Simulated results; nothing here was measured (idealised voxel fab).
Process module, titled voxel double patterning
In the cross-section labelled cut, the width is 240 nm and each square cell is 5 nm.
Cross-section = grid of square cells, listed top down in bands; band = one or more rows. Look at the band entry: it leads with the top's height and the bottom's height in nm. Then it lists the materials left to right, with a width in nm for each. The word "full width" on a single material says that material fills the band edge to edge. The word "empty" is empty space. Zero point of the height axis is 0; under it, received wafer = one material. Lowest band: continues down indefinitely, "from 0 down". Think of "30->40" as a width that walks from the first number to the second as you go down the band, top row to bottom row, taking equal-sized steps from row to row. Given "stayed the same" for a step, no cell of the cross-section differs between before and after that step. Entry "Enclosed voids" = empty spaces >= 8 cells with no open way to the top; each as width x height at distance, distance from left edge, all nm. Past the settings on a step's line: simulator remark, on that step. overlay nm: mask offset rightward from planned place, masked step; negative means leftward offset.

[So here's the lineup of process steps we planned]
| 1 | RECEIVE with material Si |
| 2 | CONFORMAL_DEP with material SiN, thk nm 5 |
| 3 | DIRECTIONAL_DEP with material SiO2, thk nm 10 |
| 4 | DIRECTIONAL_DEP with material SiCN, thk nm 10 |
| 5 | PATTERN with tone open, mask id FIRST, material resist, width nm 15, pitch nm 50, thk nm 15, overlay nm 0 |
| 6 | DIRECTIONAL_ETCH with etch materials SiCN, depth nm 10 |
| 7 | STRIP with etch materials resist |
| 8 | MASKED_ETCH with tone open, mask id SECOND, width nm 15, pitch nm 50, etch materials SiCN, depth nm 10, overlay nm 0 |
| 9 | DIRECTIONAL_ETCH with etch materials SiO2, depth nm 10 |
| 10 | STRIP with etch materials SiCN |
For this document, wafers share an identical start and vary in the step 5 width nm; the plan quotes the first wafer's value.

[Step 1 complete: as-received cross-section of the first of several wafers]
- from 0 down | Si full width
- Enclosed voids: none

[End of the module, past its last step, step 10: how the first of several wafers looks in cross-section]
- from 15 to 5 | 60 nm SiO2, then 15 nm empty, then 10 nm SiO2, then 15 nm empty, then 10 nm SiO2, then 15 nm empty, then 10 nm SiO2, then 15 nm empty, then 10 nm SiO2, then 15 nm empty, then 65 nm SiO2
- from 5 to 0 | SiN full width
- from 0 down | Si full width
- Enclosed voids: none

[End of module, last wafer sectioned]
- from 15 to 5 | 55 nm SiO2, then 45 nm empty, then 5 nm SiO2, then 45 nm empty, then 5 nm SiO2, then 30 nm empty, then 55 nm SiO2
- from 5 to 0 | SiN full width
- from 0 down | Si full width
- Enclosed voids: none

[Rows = wafers. At module end, each row lists per material the cells gained (+) or lost (-) since the wafer was received, then the closed voids]
width nm 15, +48 SiN, +66 SiO2, Enclosed voids: none
width nm 20, +48 SiN, +60 SiO2, Enclosed voids: none
width nm 25, +48 SiN, +54 SiO2, Enclosed voids: none
width nm 30, +48 SiN, +48 SiO2, Enclosed voids: none
